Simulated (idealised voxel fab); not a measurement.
Presented below is a process module, voxel ribs on slabs.
The figure presents cross-section cut, which has a width of 295 nm and is divided into square cells with an edge length of 5 nm.
Notation: cross-section as square-cell grid; stated in bands, top first, going down; one or more cell rows per band.
Heights first: top, then bottom, in nm. Then materials, left to right, each with a width in nm. "full width" on a single material: fills the band edge to edge. "empty": empty space.
Heads up on the height convention: 0 is the point under which the incoming wafer is all one material, and the lowest band has no bottom, it just keeps going down, like "0 nm and below".
The width entry "30 to 40" should be interpreted row by row: the top row of cells in the band takes the first number, the bottom row takes the second number, and the change between adjacent rows is uniform throughout.
No cell of the cross-section changed in a step that is given as "no change".
Closed void table: empty space of 8 cells or more with no open way to the top, each as width x height at its distance from the left edge, in nm
Note: text after step settings on the step line = simulator remark on that step.
"overlay nm" denotes, for a step that has a mask, the displacement of the mask to the right of its planned place, with negative values corresponding to the left.
**Planned step list for the process**
1) op RECEIVE | material Si
2) op DIRECTIONAL_DEP | material SiO2 | thk nm 30
3) op DIRECTIONAL_DEP | material SiN | thk nm 25
4) op DIRECTIONAL_DEP | material aC | thk nm 15
5) op PATTERN | tone cover | mask id RIB | material resist | width nm 15 | thk nm 30 | overlay nm 0
6) op DIRECTIONAL_ETCH | etch materials aC | depth nm 15
7) op STRIP | etch materials resist
8) op DIRECTIONAL_ETCH | etch materials SiN | depth nm 20
9) op STRIP | etch materials aC
10) op MASKED_ETCH | tone cover | mask id SLAB | width nm 55 | etch materials SiN | depth nm 5 | overlay nm 0
11) op FILL_DEP | material SiO2 | thk nm 30
12) op CMP | height nm 75
13) op DIRECTIONAL_DEP | material W | thk nm 5
14) op DIRECTIONAL_DEP | material aC | thk nm 15
15) op PATTERN | tone cover | mask id HEATER | material resist | width nm 25 | thk nm 30 | overlay nm 0
16) op DIRECTIONAL_ETCH | etch materials aC | depth nm 15
17) op STRIP | etch materials resist
18) op DIRECTIONAL_ETCH | etch materials W | depth nm 5
19) op STRIP | etch materials aC
20) op CONFORMAL_DEP | material SiN | thk nm 5
**As-received wafer cross-section (after step 1)**
* 0 nm and below | Si full width
* Closed void table: none
**The first of two wafers, cross-sectioned at the end of the module, with the run proceeding as planned**
* 85 nm to 80 nm | empty 130 / SiN 35 / empty 130
* 80 nm to 75 nm | SiN 135 / W 25 / SiN 135
* 75 nm to 55 nm | SiO2 full width
* 55 nm to 35 nm | SiO2 140 / SiN 15 / SiO2 140
* 35 nm to 30 nm | SiO2 120 / SiN 55 / SiO2 120
* 30 nm to 0 nm | SiO2 full width
* 0 nm and below | Si full width
* Closed void table: none
**Here is the second of the two wafers cut open at the end of the module - same start, same plan as the first one, but we made one mistake running it**
* 80 nm to 75 nm | empty 135 / W 25 / empty 135
* 75 nm to 55 nm | SiO2 full width
* 55 nm to 35 nm | SiO2 140 / SiN 15 / SiO2 140
* 35 nm to 30 nm | SiO2 120 / SiN 55 / SiO2 120
* 30 nm to 0 nm | SiO2 full width
* 0 nm and below | Si full width
* Closed void table: none
The plan and the run diverged here: plan step 20 never ran because it was skipped
Final cells, second wafer relative to first, materials higher or lower: 61 fewer of SiN
